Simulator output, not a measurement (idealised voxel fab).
The name of this process module is voxel quadruple lines.
Section cut is 185 nm wide and gridded with 5 nm square cells.
Heads up, the way a cross-section reads in here is a grid of square cells, handed over as bands from the top down, with every band being one or more rows of cells.
A band entry consists of two parts. The first gives the height of the band's top and the height of its bottom, in nm. The rest lists the band's materials from left to right, each with its width in nm. A single material labelled with the word "edge to edge" fills the band from edge to edge, and the word "blank" marks empty space.
Height 0 is the level under which the wafer as received is all one material. The lowest band goes on downwards, as in "0 nm and below".
Think of "30 to 40" as a width that walks from the first number to the second as you go down the band, top row to bottom row, taking equal-sized steps from row to row.
"no change occurred" (step): cross-section cells unchanged, all of them.
What "Fully sealed cavities" gives you is every empty space of 8 cells or more that is cut off from the top. Each appears as width x height at distance, with the distance taken from the left edge and width, height and distance all in nm.
What comes after the settings on a step's line is commentary from the simulator itself on that step.
overlay nm: how far to the right of its planned place the mask lay on this masked step (negative: to the left).

PROCESS STEPS - PLAN
1 RECEIVE, material Si
2 CONFORMAL_DEP, material Al2O3, thk nm 10
3 DIRECTIONAL_DEP, material Ru, thk nm 10
4 DIRECTIONAL_DEP, material polySi, thk nm 20
5 DIRECTIONAL_DEP, material aC, thk nm 20
6 PATTERN, tone cover, mask id MANDREL, material resist, width nm 25, pitch nm 80, thk nm 30, overlay nm 0
7 DIRECTIONAL_ETCH, etch materials aC, depth nm 20
8 STRIP, etch materials resist
9 CONFORMAL_DEP, material SiO2, thk nm 15
10 DIRECTIONAL_ETCH, etch materials SiO2, depth nm 15
11 STRIP, etch materials aC
12 DIRECTIONAL_ETCH, etch materials polySi, depth nm 20
13 STRIP, etch materials SiO2
14 CONFORMAL_DEP, material SiN, thk nm 5
15 DIRECTIONAL_ETCH, etch materials SiN, depth nm 5
16 STRIP, etch materials polySi
17 DIRECTIONAL_ETCH, etch materials Ru, depth nm 10
18 STRIP, etch materials SiN

THE CROSS-SECTION HERE SHOWS THE WAFER AS RECEIVED, I.E. IN ITS STATE AFTER STEP 1
> 0 nm and below: Si edge to edge
> Fully sealed cavities: none

FIRST OF TWO WAFERS AT THE END OF THE MODULE, SHOWN IN CROSS-SECTION; RUN CARRIED OUT AS PLANNED
> 20 nm to 10 nm: 20 nm blank, then 5 nm Ru, then 15 nm blank, then 5 nm Ru, then 15 nm blank, then 5 nm Ru, then 15 nm blank, then 5 nm Ru, then 15 nm blank, then 5 nm Ru, then 15 nm blank, then 5 nm Ru, then 15 nm blank, then 5 nm Ru, then 15 nm blank, then 5 nm Ru, then 20 nm blank
> 10 nm to 0 nm: Al2O3 edge to edge
> 0 nm and below: Si edge to edge
> Fully sealed cavities: none

HERE'S THE SECOND OF OUR TWO WAFERS SECTIONED AT MODULE END. SAME START AS THE FIRST, SAME PLAN, BUT ONE MISTAKE GOT MADE RUNNING IT
> 40 nm to 20 nm: aC edge to edge
> 20 nm to 10 nm: Ru edge to edge
> 10 nm to 0 nm: Al2O3 edge to edge
> 0 nm and below: Si edge to edge
> Fully sealed cavities: none
what went wrong: step 5 occupied the plan position of step 4, and the converse holds as well
The final cell counts differ between the wafers, with the second having more or fewer of some materials than the first: 58 more of Ru | 148 more of aC
